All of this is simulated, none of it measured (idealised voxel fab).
Name of the process module below: voxel transistor to metal
FYI the section here is cut, 185 nm wide, cells are 5 nm squares.
Cross-section format: a grid of square cells, given as bands from top to bottom; each band is one or more rows of cells. It is stipulated that each band's entry specify, in nanometres, the height of the top of the band and then that of its bottom, followed by the materials of the band in left-to-right sequence, each together with its width in nanometres. A single material marked by the word "edge to edge" is understood to fill the band from edge to edge; the word "blank" is understood to denote empty space. It should be noted that heights are counted from 0, beneath which the wafer as supplied is of one material throughout, and that the lowest band possesses no lower boundary but continues downward, as written in "0..down". With a width like "30..40", each row of cells in the band differs from the next by the same amount, the top row carrying the first number and the bottom row the second. Step note "no modification" = no cross-section cell changed. Voids not open to the top, 8 cells minimum: see "Unvented internal voids". Written width x height at distance; distance is from the left edge; nm. On each step's line, the part that comes after the settings is the simulator's own comment on the step. overlay nm: how far to the right of its planned place the mask lay on this masked step (negative: to the left).
Here's what the planned process steps look like
1) RECEIVE, material Si
2) CONFORMAL_DEP, material SiO2, thk nm 5
3) CONFORMAL_DEP, material SiN, thk nm 10
4) DIRECTIONAL_DEP, material aC, thk nm 10
5) PATTERN, tone cover, mask id ACTIVE, material resist, width nm 95, thk nm 30, overlay nm 0
6) DIRECTIONAL_ETCH, etch materials aC, depth nm 10
7) STRIP, etch materials resist
8) DIRECTIONAL_ETCH, etch materials SiN, depth nm 10
9) DIRECTIONAL_ETCH, etch materials SiO2, depth nm 5
10) DIRECTIONAL_ETCH, etch materials Si, depth nm 25
11) STRIP, etch materials aC
12) FILL_DEP, material SiO2, thk nm 15
13) CMP, height nm 15
14) SELECTIVE_ETCH, etch materials SiO2, depth nm 5
15) STRIP, etch materials SiN
16) SELECTIVE_ETCH, etch materials SiO2, depth nm 5
17) OXIDIZE, depth nm 5
18) DIRECTIONAL_DEP, material polySi, thk nm 25
19) DIRECTIONAL_DEP, material SiCN, thk nm 15
20) MASKED_ETCH, tone cover, mask id GATE, width nm 25, etch materials SiCN, depth nm 25, overlay nm 0
21) MASKED_ETCH, tone cover, mask id GATE, width nm 25, etch materials polySi, depth nm 35, overlay nm 0
22) CONFORMAL_DEP, material SiN, thk nm 5
23) DIRECTIONAL_ETCH, etch materials SiN, depth nm 5
24) DIRECTIONAL_ETCH, etch materials SiO2, depth nm 5
25) EPI, material SiGe, thk nm 5
26) FILL_DEP, material SiO2, thk nm 10
27) CMP, height nm 25
28) STRIP, etch materials polySi
29) SELECTIVE_ETCH, etch materials SiO2, depth nm 5
30) CONFORMAL_DEP, material HfO2, thk nm 5
31) CONFORMAL_DEP, material TiN, thk nm 5
32) FILL_DEP, material W, thk nm 10
33) CMP, height nm 20
34) DIRECTIONAL_DEP, material SiO2, thk nm 15
35) MASKED_ETCH, tone open, mask id CONTACT, width nm 15, pitch nm 70, etch materials SiO2, depth nm 35, overlay nm 0
36) CONFORMAL_DEP, material TiN, thk nm 5
37) FILL_DEP, material Ru, thk nm 5
38) CMP, height nm 35
39) DIRECTIONAL_DEP, material TiN, thk nm 5
40) DIRECTIONAL_DEP, material Ru, thk nm 15
41) MASKED_ETCH, tone cover, mask id METAL_1, width nm 15, pitch nm 70, etch materials Ru, depth nm 15, overlay nm 0
42) MASKED_ETCH, tone cover, mask id METAL_1, width nm 15, pitch nm 70, etch materials TiN, depth nm 5, overlay nm 0
43) CONFORMAL_DEP, material SiCN, thk nm 5
44) FILL_DEP, material lowk, thk nm 5
45) CMP, height nm 55
46) CONFORMAL_DEP, material SiCN, thk nm 5
47) DIRECTIONAL_DEP, material lowk, thk nm 25
48) DIRECTIONAL_DEP, material aC, thk nm 10
49) PATTERN, tone open, mask id METAL_2, material resist, width nm 15, pitch nm 70, thk nm 30, overlay nm -15
50) DIRECTIONAL_ETCH, etch materials aC, depth nm 10
51) STRIP, etch materials resist
52) DIRECTIONAL_ETCH, etch materials lowk, depth nm 15
53) STRIP, etch materials aC
54) MASKED_ETCH, tone open, mask id METAL_2_HOLES, width nm 15, pitch nm 70, etch materials lowk, depth nm 10, overlay nm 0
55) MASKED_ETCH, tone open, mask id METAL_2_HOLES, width nm 15, pitch nm 70, etch materials SiCN, depth nm 5, overlay nm 0
56) CONFORMAL_DEP, material TiN, thk nm 5
57) FILL_DEP, material Cu, thk nm 5
58) CMP, height nm 85
59) CONFORMAL_DEP, material SiCN, thk nm 5
Where the wafers of this document differ is in the overlay nm of step 49; they start out the same, and the plan states the value that applied to the first wafer.
The first of several wafers in cross-section, exactly as it reached us after step 1
    0..down: Si edge to edge
    Unvented internal voids: none
Once step 59, the last step, is complete, the module is at its end; this is the cross-section of the first of several wafers
    90..85: SiCN edge to edge
    85..75: 35 of lowk | 5 of TiN | 20..5 of Cu | 5..20 of TiN | 40 of lowk | 5 of TiN | 20..5 of Cu | 5..20 of TiN | 50 of lowk
    75..70: 35 of lowk | 15 of TiN | 55 of lowk | 15 of TiN | 65 of lowk
    70..60: lowk edge to edge
    60..55: SiCN edge to edge
    55..40: 45 of lowk | 5 of SiCN | 15 of Ru | 5 of SiCN | 45 of lowk | 5 of SiCN | 15 of Ru | 5 of SiCN | 45 of lowk
    40..35: 50 of SiCN | 15 of TiN | 55 of SiCN | 15 of TiN | 50 of SiCN
    35..20: 50 of SiO2 | 5 of TiN | 5 of Ru | 5 of TiN | 55 of SiO2 | 5 of TiN | 5 of Ru | 5 of TiN | 50 of SiO2
    20..5: 50 of SiO2 | 5 of TiN | 5 of Ru | 5 of TiN | 10 of SiO2 | 5 of SiN | 5 of HfO2 | 5 of TiN | 5 of W | 5 of TiN | 5 of HfO2 | 5 of SiN | 10 of SiO2 | 5 of TiN | 5 of Ru | 5 of TiN | 50 of SiO2
    5..0: 40 of SiO2 | 5 of SiN | 5 of SiO2 | 15 of TiN | 10 of SiO2 | 5 of SiN | 5 of HfO2 | 15 of TiN | 5 of HfO2 | 5 of SiN | 10 of SiO2 | 15 of TiN | 5 of SiO2 | 5 of SiN | 40 of SiO2
    0..-5: 45 of SiO2 | 30 of SiGe | 35 of HfO2 | 30 of SiGe | 45 of SiO2
    -5..-25: 45 of SiO2 | 95 of Si | 45 of SiO2
    -25..down: Si edge to edge
    Unvented internal voids: none
A cross-section through the last wafer at the close of the module
    90..85: SiCN edge to edge
    85..75: 50 of lowk | 5..20 of TiN | 20..5 of Cu | 5 of TiN | 40 of lowk | 5..20 of TiN | 20..5 of Cu | 5 of TiN | 35 of lowk
    75..70: 65 of lowk | 15 of TiN | 55 of lowk | 15 of TiN | 35 of lowk
    70..60: lowk edge to edge
    60..55: SiCN edge to edge
    55..40: 45 of lowk | 5 of SiCN | 15 of Ru | 5 of SiCN | 45 of lowk | 5 of SiCN | 15 of Ru | 5 of SiCN | 45 of lowk
    40..35: 50 of SiCN | 15 of TiN | 55 of SiCN | 15 of TiN | 50 of SiCN
    35..20: 50 of SiO2 | 5 of TiN | 5 of Ru | 5 of TiN | 55 of SiO2 | 5 of TiN | 5 of Ru | 5 of TiN | 50 of SiO2
    20..5: 50 of SiO2 | 5 of TiN | 5 of Ru | 5 of TiN | 10 of SiO2 | 5 of SiN | 5 of HfO2 | 5 of TiN | 5 of W | 5 of TiN | 5 of HfO2 | 5 of SiN | 10 of SiO2 | 5 of TiN | 5 of Ru | 5 of TiN | 50 of SiO2
    5..0: 40 of SiO2 | 5 of SiN | 5 of SiO2 | 15 of TiN | 10 of SiO2 | 5 of SiN | 5 of HfO2 | 15 of TiN | 5 of HfO2 | 5 of SiN | 10 of SiO2 | 15 of TiN | 5 of SiO2 | 5 of SiN | 40 of SiO2
    0..-5: 45 of SiO2 | 30 of SiGe | 35 of HfO2 | 30 of SiGe | 45 of SiO2
    -5..-25: 45 of SiO2 | 95 of Si | 45 of SiO2
    -25..down: Si edge to edge
    Unvented internal voids: none
Quick key for the table: a row per wafer, taken at the end of the module. For each material it tells you how many cells the wafer gained (+) or lost (-) since it came in, and the closed voids come after
overlay nm -15 | +10 Cu | +15 HfO2 | +30 Ru | -109 Si | +117 SiCN | +12 SiGe | +10 SiN | +277 SiO2 | +65 TiN | +3 W | +236 lowk | Unvented internal voids: none
overlay nm -10 | +8 Cu | +15 HfO2 | +30 Ru | -109 Si | +115 SiCN | +12 SiGe | +10 SiN | +277 SiO2 | +69 TiN | +3 W | +236 lowk | Unvented internal voids: none
overlay nm -5 | +6 Cu | +15 HfO2 | +30 Ru | -109 Si | +113 SiCN | +12 SiGe | +10 SiN | +277 SiO2 | +73 TiN | +3 W | +236 lowk | Unvented internal voids: none
overlay nm 0 | +10 Cu | +15 HfO2 | +30 Ru | -109 Si | +111 SiCN | +12 SiGe | +10 SiN | +277 SiO2 | +71 TiN | +3 W | +236 lowk | Unvented internal voids: none
overlay nm 5 | +6 Cu | +15 HfO2 | +30 Ru | -109 Si | +113 SiCN | +12 SiGe | +10 SiN | +277 SiO2 | +73 TiN | +3 W | +236 lowk | Unvented internal voids: none
overlay nm 10 | +8 Cu | +15 HfO2 | +30 Ru | -109 Si | +115 SiCN | +12 SiGe | +10 SiN | +277 SiO2 | +69 TiN | +3 W | +236 lowk | Unvented internal voids: none
overlay nm 15 | +10 Cu | +15 HfO2 | +30 Ru | -109 Si | +117 SiCN | +12 SiGe | +10 SiN | +277 SiO2 | +65 TiN | +3 W | +236 lowk | Unvented internal voids: none
